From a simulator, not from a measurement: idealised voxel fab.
Herein follows the process module entitled voxel gate over fins.
cross-section cut | 220 nm wide | cells 5 nm
In this document a cross-section is written as a grid of square cells. It is given as a series of bands, listed from the top down, and a band is one or more rows of cells.
In this notation a band is specified by the heights of its top and bottom, in that order and in nm, after which its materials appear from left to right, each paired with its width in nm. The word "throughout" attached to a single material means that material fills the band from edge to edge; the word "empty" stands for empty space.
Zero point of the height axis is 0; under it, received wafer = one material. Lowest band: continues down indefinitely, "0 nm and below".
Top row gets the first number, bottom row gets the second, and each row in between changes by the same step: that is how a band width like "30 to 40" works.
Given "no change" for a step, no cell of the cross-section differs between before and after that step.
You'll see "Trapped voids" listing empty spaces that have no way open to the top, as long as they're 8 cells or more; the notation is width x height at distance, where the distance is from the left edge, and all of it is in nm.
Formally, on a step line, whatever follows the settings is a remark that the simulator itself makes on the step.
overlay nm, on a step with a mask: how far to the right of its planned place the mask lay; to the left if negative
For the reader: what remains of this document is a series of pairs, each showing a cross-section before one process step and a cross-section after that step which reaches down only to the lowest band that changed, with the step between them and its settings set out under the pair. It should not be assumed that a pair continues from the pair above it; the pairs can come from different runs of this module on the same starting wafer, and such continuity exists only where the entry headed "Snapshot before" says so.
SNAPSHOT BEFORE
    0 nm and below = Si throughout
    Trapped voids: none
CUT VIEW, POST-STEP
    5 nm to 0 nm = SiN throughout
    Unchanged below 0.
    Trapped voids: none
The transition between the preceding cross-sections is accomplished by op CONFORMAL_DEP | material SiN | thk nm 5
Snapshot before: The prior state of this step coincides with the post-step cross-section of the pair just above.
CUT VIEW, POST-STEP
    20 nm to 5 nm = aC throughout
    Unchanged below 5.
    Trapped voids: none
The transition between the preceding cross-sections is accomplished by op DIRECTIONAL_DEP | material aC | thk nm 15
Snapshot before: The prior state of this step coincides with the post-step cross-section of the pair just above.
CUT VIEW, POST-STEP
    50 nm to 20 nm = 55 empty / 15 resist / 30 empty / 15 resist / 30 empty / 15 resist / 60 empty
    Unchanged below 20.
    Trapped voids: none
The transition between the preceding cross-sections is accomplished by op PATTERN | tone cover | mask id FINS | material resist | width nm 15 | pitch nm 45 | thk nm 30 | overlay nm 0
Snapshot before: The prior state of this step coincides with the post-step cross-section of the pair just above.
CUT VIEW, POST-STEP
    35 nm to 20 nm = 55 empty / 15 resist / 30 empty / 15 resist / 30 empty / 15 resist / 60 empty
    20 nm to 5 nm = 55 empty / 15 aC / 30 empty / 15 aC / 30 empty / 15 aC / 60 empty
    Unchanged below 5.
    Trapped voids: none
The transition between the preceding cross-sections is accomplished by op DIRECTIONAL_ETCH | etch materials aC | depth nm 15
Snapshot before: The prior state of this step coincides with the post-step cross-section of the pair just above.
CUT VIEW, POST-STEP
    20 nm to 5 nm = 55 empty / 15 aC / 30 empty / 15 aC / 30 empty / 15 aC / 60 empty
    Unchanged below 5.
    Trapped voids: none
The transition between the preceding cross-sections is accomplished by op STRIP | etch materials resist
Snapshot before: The prior state of this step coincides with the post-step cross-section of the pair just above.
CUT VIEW, POST-STEP
    20 nm to 5 nm = 55 empty / 15 aC / 30 empty / 15 aC / 30 empty / 15 aC / 60 empty
    5 nm to 0 nm = 55 empty / 15 SiN / 30 empty / 15 SiN / 30 empty / 15 SiN / 60 empty
    Unchanged below 0.
    Trapped voids: none
The transition between the preceding cross-sections is accomplished by op DIRECTIONAL_ETCH | etch materials SiN | depth nm 5
Snapshot before: The prior state of this step coincides with the post-step cross-section of the pair just above.
CUT VIEW, POST-STEP
    20 nm to 5 nm = 55 empty / 15 aC / 30 empty / 15 aC / 30 empty / 15 aC / 60 empty
    5 nm to 0 nm = 55 empty / 15 SiN / 30 empty / 15 SiN / 30 empty / 15 SiN / 60 empty
    0 nm to -40 nm = 55 empty / 15 Si / 30 empty / 15 Si / 30 empty / 15 Si / 60 empty
    Unchanged below -40.
    Trapped voids: none
The transition between the preceding cross-sections is accomplished by op DIRECTIONAL_ETCH | etch materials Si | depth nm 40
Snapshot before: The prior state of this step coincides with the post-step cross-section of the pair just above.
CUT VIEW, POST-STEP
    5 nm to 0 nm = 55 empty / 15 SiN / 30 empty / 15 SiN / 30 empty / 15 SiN / 60 empty
    Unchanged below 0.
    Trapped voids: none
The transition between the preceding cross-sections is accomplished by op STRIP | etch materials aC
Snapshot before: The prior state of this step coincides with the post-step cross-section of the pair just above.
CUT VIEW, POST-STEP
    5 nm to 0 nm = 55 empty / 15 SiN / 30 empty / 15 SiN / 30 empty / 15 SiN / 60 empty
    0 nm to -40 nm = 55 empty / 5 SiO2 / 5 Si / 5 SiO2 / 30 empty / 5 SiO2 / 5 Si / 5 SiO2 / 30 empty / 5 SiO2 / 5 Si / 5 SiO2 / 60 empty
    -40 nm to -45 nm = 60 SiO2 / 5 Si / 40 SiO2 / 5 Si / 40 SiO2 / 5 Si / 65 SiO2
    Unchanged below -45.
    Trapped voids: none
The transition between the preceding cross-sections is accomplished by op OXIDIZE | depth nm 5
Snapshot before: The prior state of this step coincides with the post-step cross-section of the pair just above.
CUT VIEW, POST-STEP
    15 nm to 5 nm = SiO2 throughout
    5 nm to 0 nm = 55 SiO2 / 15 SiN / 30 SiO2 / 15 SiN / 30 SiO2 / 15 SiN / 60 SiO2
    0 nm to -45 nm = 60 SiO2 / 5 Si / 40 SiO2 / 5 Si / 40 SiO2 / 5 Si / 65 SiO2
    Unchanged below -45.
    Trapped voids: none
The transition between the preceding cross-sections is accomplished by op FILL_DEP | material SiO2 | thk nm 10
Snapshot before: The prior state of this step coincides with the post-step cross-section of the pair just above.
CUT VIEW, POST-STEP
    5 nm to 0 nm = 55 SiO2 / 15 SiN / 30 SiO2 / 15 SiN / 30 SiO2 / 15 SiN / 60 SiO2
    Unchanged below 0.
    Trapped voids: none
The transition between the preceding cross-sections is accomplished by op CMP | height nm 5
Snapshot before: The prior state of this step coincides with the post-step cross-section of the pair just above.
CUT VIEW, POST-STEP
    5 nm to 0 nm = 55 empty / 15 SiN / 30 empty / 15 SiN / 30 empty / 15 SiN / 60 empty
    0 nm to -15 nm = 60 empty / 5 Si / 40 empty / 5 Si / 40 empty / 5 Si / 65 empty
    Unchanged below -15.
    Trapped voids: none
The transition between the preceding cross-sections is accomplished by op SELECTIVE_ETCH | etch materials SiO2 | depth nm 20
Snapshot before: The prior state of this step coincides with the post-step cross-section of the pair just above.
CUT VIEW, POST-STEP
    0 nm to -15 nm = 60 empty / 5 Si / 40 empty / 5 Si / 40 empty / 5 Si / 65 empty
    Unchanged below -15.
    Trapped voids: none
The transition between the preceding cross-sections is accomplished by op STRIP | etch materials SiN
Snapshot before: The prior state of this step coincides with the post-step cross-section of the pair just above.
CUT VIEW, POST-STEP
    5 nm to 0 nm = 55 empty / 15 HfO2 / 30 empty / 15 HfO2 / 30 empty / 15 HfO2 / 60 empty
    0 nm to -10 nm = 55 empty / 5 HfO2 / 5 Si / 5 HfO2 / 30 empty / 5 HfO2 / 5 Si / 5 HfO2 / 30 empty / 5 HfO2 / 5 Si / 5 HfO2 / 60 empty
    -10 nm to -15 nm = 60 HfO2 / 5 Si / 40 HfO2 / 5 Si / 40 HfO2 / 5 Si / 65 HfO2
    Unchanged below -15.
    Trapped voids: none
The transition between the preceding cross-sections is accomplished by op CONFORMAL_DEP | material HfO2 | thk nm 5
Snapshot before: The prior state of this step coincides with the post-step cross-section of the pair just above.
CUT VIEW, POST-STEP
    10 nm to 5 nm = 50 empty / 25 TiN / 20 empty / 25 TiN / 20 empty / 25 TiN / 55 empty
    5 nm to 0 nm = 50 empty / 5 TiN / 15 HfO2 / 5 TiN / 20 empty / 5 TiN / 15 HfO2 / 5 TiN / 20 empty / 5 TiN / 15 HfO2 / 5 TiN / 55 empty
    0 nm to -5 nm = 50 empty / 5 TiN / 5 HfO2 / 5 Si / 5 HfO2 / 5 TiN / 20 empty / 5 TiN / 5 HfO2 / 5 Si / 5 HfO2 / 5 TiN / 20 empty / 5 TiN / 5 HfO2 / 5 Si / 5 HfO2 / 5 TiN / 55 empty
    -5 nm to -10 nm = 55 TiN / 5 HfO2 / 5 Si / 5 HfO2 / 30 TiN / 5 HfO2 / 5 Si / 5 HfO2 / 30 TiN / 5 HfO2 / 5 Si / 5 HfO2 / 60 TiN
    Unchanged below -10.
    Trapped voids: none
The transition between the preceding cross-sections is accomplished by op CONFORMAL_DEP | material TiN | thk nm 5
Snapshot before: The prior state of this step coincides with the post-step cross-section of the pair just above.
CUT VIEW, POST-STEP
    25 nm to 10 nm = W throughout
    10 nm to 5 nm = 50 W / 25 TiN / 20 W / 25 TiN / 20 W / 25 TiN / 55 W
    5 nm to 0 nm = 50 W / 5 TiN / 15 HfO2 / 5 TiN / 20 W / 5 TiN / 15 HfO2 / 5 TiN / 20 W / 5 TiN / 15 HfO2 / 5 TiN / 55 W
    0 nm to -5 nm = 50 W / 5 TiN / 5 HfO2 / 5 Si / 5 HfO2 / 5 TiN / 20 W / 5 TiN / 5 HfO2 / 5 Si / 5 HfO2 / 5 TiN / 20 W / 5 TiN / 5 HfO2 / 5 Si / 5 HfO2 / 5 TiN / 55 W
    Unchanged below -5.
    Trapped voids: none
The transition between the preceding cross-sections is accomplished by op FILL_DEP | material W | thk nm 15
Snapshot before: The prior state of this step coincides with the post-step cross-section of the pair just above.
CUT VIEW, POST-STEP
    20 nm to 10 nm = W throughout
    Unchanged below 10.
    Trapped voids: none
The transition between the preceding cross-sections is accomplished by op CMP | height nm 20
Snapshot before: The prior state of this step coincides with the post-step cross-section of the pair just above.
CUT VIEW, POST-STEP
    25 nm to 20 nm = SiCN throughout
    Unchanged below 20.
    Trapped voids: none
The transition between the preceding cross-sections is accomplished by op CONFORMAL_DEP | material SiCN | thk nm 5
SNAPSHOT BEFORE
    0 nm to -15 nm = 60 empty / 5 Si / 40 empty / 5 Si / 40 empty / 5 Si / 65 empty
    -15 nm to -45 nm = 60 SiO2 / 5 Si / 40 SiO2 / 5 Si / 40 SiO2 / 5 Si / 65 SiO2
    -45 nm and below = Si throughout
    Trapped voids: none
CUT VIEW, POST-STEP
    5 nm to 0 nm = 55 empty / 15 TiN / 30 empty / 15 TiN / 30 empty / 15 TiN / 60 empty
    0 nm to -10 nm = 55 empty / 5 TiN / 5 Si / 5 TiN / 30 empty / 5 TiN / 5 Si / 5 TiN / 30 empty / 5 TiN / 5 Si / 5 TiN / 60 empty
    -10 nm to -15 nm = 60 TiN / 5 Si / 40 TiN / 5 Si / 40 TiN / 5 Si / 65 TiN
    Unchanged below -15.
    Trapped voids: none
The transition between the preceding cross-sections is accomplished by op CONFORMAL_DEP | material TiN | thk nm 5
Snapshot before: The prior state of this step coincides with the post-step cross-section of the pair just above.
CUT VIEW, POST-STEP
    20 nm to 5 nm = W throughout
    5 nm to 0 nm = 55 W / 15 TiN / 30 W / 15 TiN / 30 W / 15 TiN / 60 W
    0 nm to -10 nm = 55 W / 5 TiN / 5 Si / 5 TiN / 30 W / 5 TiN / 5 Si / 5 TiN / 30 W / 5 TiN / 5 Si / 5 TiN / 60 W
    Unchanged below -10.
    Trapped voids: none
The transition between the preceding cross-sections is accomplished by op FILL_DEP | material W | thk nm 15
Snapshot before: The prior state of this step coincides with the post-step cross-section of the pair just above.
CUT VIEW, POST-STEP
    25 nm to 20 nm = SiCN throughout
    Unchanged below 20.
    Trapped voids: none
The transition between the preceding cross-sections is accomplished by op CONFORMAL_DEP | material SiCN | thk nm 5
SNAPSHOT BEFORE
    5 nm to 0 nm = 55 empty / 15 SiN / 30 empty / 15 SiN / 30 empty / 15 SiN / 60 empty
    0 nm to -15 nm = 60 empty / 5 Si / 40 empty / 5 Si / 40 empty / 5 Si / 65 empty
    -15 nm to -45 nm = 60 SiO2 / 5 Si / 40 SiO2 / 5 Si / 40 SiO2 / 5 Si / 65 SiO2
    -45 nm and below = Si throughout
    Trapped voids: none
CUT VIEW, POST-STEP
    5 nm to 0 nm = 55 empty / 15 SiN / 30 empty / 15 SiN / 30 empty / 15 SiN / 60 empty
    0 nm to -35 nm = 60 empty / 5 Si / 40 empty / 5 Si / 40 empty / 5 Si / 65 empty
    Unchanged below -35.
    Trapped voids: none
The transition between the preceding cross-sections is accomplished by op SELECTIVE_ETCH | etch materials SiO2 | depth nm 20
Snapshot before: The prior state of this step coincides with the post-step cross-section of the pair just above.
CUT VIEW, POST-STEP
    0 nm to -35 nm = 60 empty / 5 Si / 40 empty / 5 Si / 40 empty / 5 Si / 65 empty
    Unchanged below -35.
    Trapped voids: none
The transition between the preceding cross-sections is accomplished by op STRIP | etch materials SiN
Snapshot before: The prior state of this step coincides with the post-step cross-section of the pair just above.
CUT VIEW, POST-STEP
    5 nm to 0 nm = 55 empty / 15 HfO2 / 30 empty / 15 HfO2 / 30 empty / 15 HfO2 / 60 empty
    0 nm to -30 nm = 55 empty / 5 HfO2 / 5 Si / 5 HfO2 / 30 empty / 5 HfO2 / 5 Si / 5 HfO2 / 30 empty / 5 HfO2 / 5 Si / 5 HfO2 / 60 empty
    -30 nm to -35 nm = 60 HfO2 / 5 Si / 40 HfO2 / 5 Si / 40 HfO2 / 5 Si / 65 HfO2
    Unchanged below -35.
    Trapped voids: none
The transition between the preceding cross-sections is accomplished by op CONFORMAL_DEP | material HfO2 | thk nm 5
Snapshot before: The prior state of this step coincides with the post-step cross-section of the pair just above.
CUT VIEW, POST-STEP
    10 nm to 5 nm = 50 empty / 25 TiN / 20 empty / 25 TiN / 20 empty / 25 TiN / 55 empty
    5 nm to 0 nm = 50 empty / 5 TiN / 15 HfO2 / 5 TiN / 20 empty / 5 TiN / 15 HfO2 / 5 TiN / 20 empty / 5 TiN / 15 HfO2 / 5 TiN / 55 empty
    0 nm to -25 nm = 50 empty / 5 TiN / 5 HfO2 / 5 Si / 5 HfO2 / 5 TiN / 20 empty / 5 TiN / 5 HfO2 / 5 Si / 5 HfO2 / 5 TiN / 20 empty / 5 TiN / 5 HfO2 / 5 Si / 5 HfO2 / 5 TiN / 55 empty
    -25 nm to -30 nm = 55 TiN / 5 HfO2 / 5 Si / 5 HfO2 / 30 TiN / 5 HfO2 / 5 Si / 5 HfO2 / 30 TiN / 5 HfO2 / 5 Si / 5 HfO2 / 60 TiN
    Unchanged below -30.
    Trapped voids: none
The transition between the preceding cross-sections is accomplished by op CONFORMAL_DEP | material TiN | thk nm 5
Snapshot before: The prior state of this step coincides with the post-step cross-section of the pair just above.
CUT VIEW, POST-STEP
    25 nm to 10 nm = W throughout
    10 nm to 5 nm = 50 W / 25 TiN / 20 W / 25 TiN / 20 W / 25 TiN / 55 W
    5 nm to 0 nm = 50 W / 5 TiN / 15 HfO2 / 5 TiN / 20 W / 5 TiN / 15 HfO2 / 5 TiN / 20 W / 5 TiN / 15 HfO2 / 5 TiN / 55 W
    0 nm to -25 nm = 50 W / 5 TiN / 5 HfO2 / 5 Si / 5 HfO2 / 5 TiN / 20 W / 5 TiN / 5 HfO2 / 5 Si / 5 HfO2 / 5 TiN / 20 W / 5 TiN / 5 HfO2 / 5 Si / 5 HfO2 / 5 TiN / 55 W
    Unchanged below -25.
    Trapped voids: none
The transition between the preceding cross-sections is accomplished by op FILL_DEP | material W | thk nm 15
Snapshot before: The prior state of this step coincides with the post-step cross-section of the pair just above.
CUT VIEW, POST-STEP
    20 nm to 10 nm = W throughout
    Unchanged below 10.
    Trapped voids: none
The transition between the preceding cross-sections is accomplished by op CMP | height nm 20
Snapshot before: The prior state of this step coincides with the post-step cross-section of the pair just above.
CUT VIEW, POST-STEP
    25 nm to 20 nm = SiCN throughout
    Unchanged below 20.
    Trapped voids: none
The transition between the preceding cross-sections is accomplished by op CONFORMAL_DEP | material SiCN | thk nm 5
SNAPSHOT BEFORE
    5 nm to 0 nm = 55 empty / 15 TiN / 30 empty / 15 TiN / 30 empty / 15 TiN / 60 empty
    0 nm to -10 nm = 55 empty / 5 TiN / 5 Si / 5 TiN / 30 empty / 5 TiN / 5 Si / 5 TiN / 30 empty / 5 TiN / 5 Si / 5 TiN / 60 empty
    -10 nm to -15 nm = 60 TiN / 5 Si / 40 TiN / 5 Si / 40 TiN / 5 Si / 65 TiN
    -15 nm to -45 nm = 60 SiO2 / 5 Si / 40 SiO2 / 5 Si / 40 SiO2 / 5 Si / 65 SiO2
    -45 nm and below = Si throughout
    Trapped voids: none
CUT VIEW, POST-STEP
    10 nm to 5 nm = 50 empty / 25 HfO2 / 20 empty / 25 HfO2 / 20 empty / 25 HfO2 / 55 empty
    5 nm to 0 nm = 50 empty / 5 HfO2 / 15 TiN / 5 HfO2 / 20 empty / 5 HfO2 / 15 TiN / 5 HfO2 / 20 empty / 5 HfO2 / 15 TiN / 5 HfO2 / 55 empty
    0 nm to -5 nm = 50 empty / 5 HfO2 / 5 TiN / 5 Si / 5 TiN / 5 HfO2 / 20 empty / 5 HfO2 / 5 TiN / 5 Si / 5 TiN / 5 HfO2 / 20 empty / 5 HfO2 / 5 TiN / 5 Si / 5 TiN / 5 HfO2 / 55 empty
    -5 nm to -10 nm = 55 HfO2 / 5 TiN / 5 Si / 5 TiN / 30 HfO2 / 5 TiN / 5 Si / 5 TiN / 30 HfO2 / 5 TiN / 5 Si / 5 TiN / 60 HfO2
    Unchanged below -10.
    Trapped voids: none
The transition between the preceding cross-sections is accomplished by op CONFORMAL_DEP | material HfO2 | thk nm 5
Snapshot before: The prior state of this step coincides with the post-step cross-section of the pair just above.
CUT VIEW, POST-STEP
    25 nm to 10 nm = W throughout
    10 nm to 5 nm = 50 W / 25 HfO2 / 20 W / 25 HfO2 / 20 W / 25 HfO2 / 55 W
    5 nm to 0 nm = 50 W / 5 HfO2 / 15 TiN / 5 HfO2 / 20 W / 5 HfO2 / 15 TiN / 5 HfO2 / 20 W / 5 HfO2 / 15 TiN / 5 HfO2 / 55 W
    0 nm to -5 nm = 50 W / 5 HfO2 / 5 TiN / 5 Si / 5 TiN / 5 HfO2 / 20 W / 5 HfO2 / 5 TiN / 5 Si / 5 TiN / 5 HfO2 / 20 W / 5 HfO2 / 5 TiN / 5 Si / 5 TiN / 5 HfO2 / 55 W
    Unchanged below -5.
    Trapped voids: none
The transition between the preceding cross-sections is accomplished by op FILL_DEP | material W | thk nm 15
Snapshot before: The prior state of this step coincides with the post-step cross-section of the pair just above.
CUT VIEW, POST-STEP
    20 nm to 10 nm = W throughout
    Unchanged below 10.
    Trapped voids: none
The transition between the preceding cross-sections is accomplished by op CMP | height nm 20
Snapshot before: The prior state of this step coincides with the post-step cross-section of the pair just above.
CUT VIEW, POST-STEP
    25 nm to 20 nm = SiCN throughout
    Unchanged below 20.
    Trapped voids: none
The transition between the preceding cross-sections is accomplished by op CONFORMAL_DEP | material SiCN | thk nm 5
SNAPSHOT BEFORE
    25 nm to 10 nm = W throughout
    10 nm to 5 nm = 50 W / 25 TiN / 20 W / 25 TiN / 20 W / 25 TiN / 55 W
    5 nm to 0 nm = 50 W / 5 TiN / 15 HfO2 / 5 TiN / 20 W / 5 TiN / 15 HfO2 / 5 TiN / 20 W / 5 TiN / 15 HfO2 / 5 TiN / 55 W
    0 nm to -5 nm = 50 W / 5 TiN / 5 HfO2 / 5 Si / 5 HfO2 / 5 TiN / 20 W / 5 TiN / 5 HfO2 / 5 Si / 5 HfO2 / 5 TiN / 20 W / 5 TiN / 5 HfO2 / 5 Si / 5 HfO2 / 5 TiN / 55 W
    -5 nm to -10 nm = 55 TiN / 5 HfO2 / 5 Si / 5 HfO2 / 30 TiN / 5 HfO2 / 5 Si / 5 HfO2 / 30 TiN / 5 HfO2 / 5 Si / 5 HfO2 / 60 TiN
    -10 nm to -15 nm = 60 HfO2 / 5 Si / 40 HfO2 / 5 Si / 40 HfO2 / 5 Si / 65 HfO2
    -15 nm to -45 nm = 60 SiO2 / 5 Si / 40 SiO2 / 5 Si / 40 SiO2 / 5 Si / 65 SiO2
    -45 nm and below = Si throughout
    Trapped voids: none
CUT VIEW, POST-STEP
    10 nm to 5 nm = 50 W / 25 TiN / 20 W / 25 TiN / 20 W / 25 TiN / 55 W
    Unchanged below 5.
    Trapped voids: none
The transition between the preceding cross-sections is accomplished by op CMP | height nm 10
Snapshot before: The prior state of this step coincides with the post-step cross-section of the pair just above.
CUT VIEW, POST-STEP
    15 nm to 10 nm = SiCN throughout
    Unchanged below 10.
    Trapped voids: none
The transition between the preceding cross-sections is accomplished by op CONFORMAL_DEP | material SiCN | thk nm 5
SNAPSHOT BEFORE
    20 nm to 5 nm = aC throughout
    5 nm to 0 nm = SiN throughout
    0 nm and below = Si throughout
    Trapped voids: none
CUT VIEW, POST-STEP
    50 nm to 20 nm = 55 empty / 20 resist / 25 empty / 20 resist / 25 empty / 20 resist / 55 empty
    Unchanged below 20.
    Trapped voids: none
The transition between the preceding cross-sections is accomplished by op PATTERN | tone cover | mask id FINS | material resist | width nm 20 | pitch nm 45 | thk nm 30 | overlay nm 0
Snapshot before: The prior state of this step coincides with the post-step cross-section of the pair just above.
CUT VIEW, POST-STEP
    35 nm to 20 nm = 55 empty / 20 resist / 25 empty / 20 resist / 25 empty / 20 resist / 55 empty
    20 nm to 5 nm = 55 empty / 20 aC / 25 empty / 20 aC / 25 empty / 20 aC / 55 empty
    Unchanged below 5.
    Trapped voids: none
The transition between the preceding cross-sections is accomplished by op DIRECTIONAL_ETCH | etch materials aC | depth nm 15
Snapshot before: The prior state of this step coincides with the post-step cross-section of the pair just above.
CUT VIEW, POST-STEP
    20 nm to 5 nm = 55 empty / 20 aC / 25 empty / 20 aC / 25 empty / 20 aC / 55 empty
    Unchanged below 5.
    Trapped voids: none
The transition between the preceding cross-sections is accomplished by op STRIP | etch materials resist
Snapshot before: The prior state of this step coincides with the post-step cross-section of the pair just above.
CUT VIEW, POST-STEP
    20 nm to 5 nm = 55 empty / 20 aC / 25 empty / 20 aC / 25 empty / 20 aC / 55 empty
    5 nm to 0 nm = 55 empty / 20 SiN / 25 empty / 20 SiN / 25 empty / 20 SiN / 55 empty
    Unchanged below 0.
    Trapped voids: none
The transition between the preceding cross-sections is accomplished by op DIRECTIONAL_ETCH | etch materials SiN | depth nm 5
Snapshot before: The prior state of this step coincides with the post-step cross-section of the pair just above.
CUT VIEW, POST-STEP
    20 nm to 5 nm = 55 empty / 20 aC / 25 empty / 20 aC / 25 empty / 20 aC / 55 empty
    5 nm to 0 nm = 55 empty / 20 SiN / 25 empty / 20 SiN / 25 empty / 20 SiN / 55 empty
    0 nm to -40 nm = 55 empty / 20 Si / 25 empty / 20 Si / 25 empty / 20 Si / 55 empty
    Unchanged below -40.
    Trapped voids: none
The transition between the preceding cross-sections is accomplished by op DIRECTIONAL_ETCH | etch materials Si | depth nm 40
Snapshot before: The prior state of this step coincides with the post-step cross-section of the pair just above.
CUT VIEW, POST-STEP
    5 nm to 0 nm = 55 empty / 20 SiN / 25 empty / 20 SiN / 25 empty / 20 SiN / 55 empty
    Unchanged below 0.
    Trapped voids: none
The transition between the preceding cross-sections is accomplished by op STRIP | etch materials aC
Snapshot before: The prior state of this step coincides with the post-step cross-section of the pair just above.
CUT VIEW, POST-STEP
    5 nm to 0 nm = 55 empty / 20 SiN / 25 empty / 20 SiN / 25 empty / 20 SiN / 55 empty
    0 nm to -40 nm = 55 empty / 5 SiO2 / 10 Si / 5 SiO2 / 25 empty / 5 SiO2 / 10 Si / 5 SiO2 / 25 empty / 5 SiO2 / 10 Si / 5 SiO2 / 55 empty
    -40 nm to -45 nm = 60 SiO2 / 10 Si / 35 SiO2 / 10 Si / 35 SiO2 / 10 Si / 60 SiO2
    Unchanged below -45.
    Trapped voids: none
The transition between the preceding cross-sections is accomplished by op OXIDIZE | depth nm 5
Snapshot before: The prior state of this step coincides with the post-step cross-section of the pair just above.
CUT VIEW, POST-STEP
    15 nm to 5 nm = SiO2 throughout
    5 nm to 0 nm = 55 SiO2 / 20 SiN / 25 SiO2 / 20 SiN / 25 SiO2 / 20 SiN / 55 SiO2
    0 nm to -45 nm = 60 SiO2 / 10 Si / 35 SiO2 / 10 Si / 35 SiO2 / 10 Si / 60 SiO2
    Unchanged below -45.
    Trapped voids: none
The transition between the preceding cross-sections is accomplished by op FILL_DEP | material SiO2 | thk nm 10
Snapshot before: The prior state of this step coincides with the post-step cross-section of the pair just above.
CUT VIEW, POST-STEP
    5 nm to 0 nm = 55 SiO2 / 20 SiN / 25 SiO2 / 20 SiN / 25 SiO2 / 20 SiN / 55 SiO2
    Unchanged below 0.
    Trapped voids: none
The transition between the preceding cross-sections is accomplished by op CMP | height nm 5
Snapshot before: The prior state of this step coincides with the post-step cross-section of the pair just above.
CUT VIEW, POST-STEP
    5 nm to 0 nm = 55 empty / 20 SiN / 25 empty / 20 SiN / 25 empty / 20 SiN / 55 empty
    0 nm to -15 nm = 60 empty / 10 Si / 35 empty / 10 Si / 35 empty / 10 Si / 60 empty
    Unchanged below -15.
    Trapped voids: none
The transition between the preceding cross-sections is accomplished by op SELECTIVE_ETCH | etch materials SiO2 | depth nm 20
Snapshot before: The prior state of this step coincides with the post-step cross-section of the pair just above.
CUT VIEW, POST-STEP
    0 nm to -15 nm = 60 empty / 10 Si / 35 empty / 10 Si / 35 empty / 10 Si / 60 empty
    Unchanged below -15.
    Trapped voids: none
The transition between the preceding cross-sections is accomplished by op STRIP | etch materials SiN
Snapshot before: The prior state of this step coincides with the post-step cross-section of the pair just above.
CUT VIEW, POST-STEP
    5 nm to 0 nm = 55 empty / 20 HfO2 / 25 empty / 20 HfO2 / 25 empty / 20 HfO2 / 55 empty
    0 nm to -10 nm = 55 empty / 5 HfO2 / 10 Si / 5 HfO2 / 25 empty / 5 HfO2 / 10 Si / 5 HfO2 / 25 empty / 5 HfO2 / 10 Si / 5 HfO2 / 55 empty
    -10 nm to -15 nm = 60 HfO2 / 10 Si / 35 HfO2 / 10 Si / 35 HfO2 / 10 Si / 60 HfO2
    Unchanged below -15.
    Trapped voids: none
The transition between the preceding cross-sections is accomplished by op CONFORMAL_DEP | material HfO2 | thk nm 5
Snapshot before: The prior state of this step coincides with the post-step cross-section of the pair just above.
CUT VIEW, POST-STEP
    10 nm to 5 nm = 50 empty / 30 TiN / 15 empty / 30 TiN / 15 empty / 30 TiN / 50 empty
    5 nm to 0 nm = 50 empty / 5 TiN / 20 HfO2 / 5 TiN / 15 empty / 5 TiN / 20 HfO2 / 5 TiN / 15 empty / 5 TiN / 20 HfO2 / 5 TiN / 50 empty
    0 nm to -5 nm = 50 empty / 5 TiN / 5 HfO2 / 10 Si / 5 HfO2 / 5 TiN / 15 empty / 5 TiN / 5 HfO2 / 10 Si / 5 HfO2 / 5 TiN / 15 empty / 5 TiN / 5 HfO2 / 10 Si / 5 HfO2 / 5 TiN / 50 empty
    -5 nm to -10 nm = 55 TiN / 5 HfO2 / 10 Si / 5 HfO2 / 25 TiN / 5 HfO2 / 10 Si / 5 HfO2 / 25 TiN / 5 HfO2 / 10 Si / 5 HfO2 / 55 TiN
    Unchanged below -10.
    Trapped voids: none
The transition between the preceding cross-sections is accomplished by op CONFORMAL_DEP | material TiN | thk nm 5
Snapshot before: The prior state of this step coincides with the post-step cross-section of the pair just above.
CUT VIEW, POST-STEP
    25 nm to 10 nm = W throughout
    10 nm to 5 nm = 50 W / 30 TiN / 15 W / 30 TiN / 15 W / 30 TiN / 50 W
    5 nm to 0 nm = 50 W / 5 TiN / 20 HfO2 / 5 TiN / 15 W / 5 TiN / 20 HfO2 / 5 TiN / 15 W / 5 TiN / 20 HfO2 / 5 TiN / 50 W
    0 nm to -5 nm = 50 W / 5 TiN / 5 HfO2 / 10 Si / 5 HfO2 / 5 TiN / 15 W / 5 TiN / 5 HfO2 / 10 Si / 5 HfO2 / 5 TiN / 15 W / 5 TiN / 5 HfO2 / 10 Si / 5 HfO2 / 5 TiN / 50 W
    Unchanged below -5.
    Trapped voids: none
The transition between the preceding cross-sections is accomplished by op FILL_DEP | material W | thk nm 15
Snapshot before: The prior state of this step coincides with the post-step cross-section of the pair just above.
CUT VIEW, POST-STEP
    20 nm to 10 nm = W throughout
    Unchanged below 10.
    Trapped voids: none
The transition between the preceding cross-sections is accomplished by op CMP | height nm 20
Snapshot before: The prior state of this step coincides with the post-step cross-section of the pair just above.
CUT VIEW, POST-STEP
    25 nm to 20 nm = SiCN throughout
    Unchanged below 20.
    Trapped voids: none
The transition between the preceding cross-sections is accomplished by op CONFORMAL_DEP | material SiCN | thk nm 5
SNAPSHOT BEFORE
    20 nm to 5 nm = aC throughout
    5 nm to 0 nm = SiN throughout
    0 nm and below = Si throughout
    Trapped voids: none
CUT VIEW, POST-STEP
    50 nm to 20 nm = 65 empty / 15 resist / 30 empty / 15 resist / 30 empty / 15 resist / 50 empty
    Unchanged below 20.
    Trapped voids: none
The transition between the preceding cross-sections is accomplished by op PATTERN | tone cover | mask id FINS | material resist | width nm 15 | pitch nm 45 | thk nm 30 | overlay nm 10
Snapshot before: The prior state of this step coincides with the post-step cross-section of the pair just above.
CUT VIEW, POST-STEP
    35 nm to 20 nm = 65 empty / 15 resist / 30 empty / 15 resist / 30 empty / 15 resist / 50 empty
    20 nm to 5 nm = 65 empty / 15 aC / 30 empty / 15 aC / 30 empty / 15 aC / 50 empty
    Unchanged below 5.
    Trapped voids: none
The transition between the preceding cross-sections is accomplished by op DIRECTIONAL_ETCH | etch materials aC | depth nm 15
Snapshot before: The prior state of this step coincides with the post-step cross-section of the pair just above.
CUT VIEW, POST-STEP
    20 nm to 5 nm = 65 empty / 15 aC / 30 empty / 15 aC / 30 empty / 15 aC / 50 empty
    Unchanged below 5.
    Trapped voids: none
The transition between the preceding cross-sections is accomplished by op STRIP | etch materials resist
Snapshot before: The prior state of this step coincides with the post-step cross-section of the pair just above.
CUT VIEW, POST-STEP
    20 nm to 5 nm = 65 empty / 15 aC / 30 empty / 15 aC / 30 empty / 15 aC / 50 empty
    5 nm to 0 nm = 65 empty / 15 SiN / 30 empty / 15 SiN / 30 empty / 15 SiN / 50 empty
    Unchanged below 0.
    Trapped voids: none
The transition between the preceding cross-sections is accomplished by op DIRECTIONAL_ETCH | etch materials SiN | depth nm 5
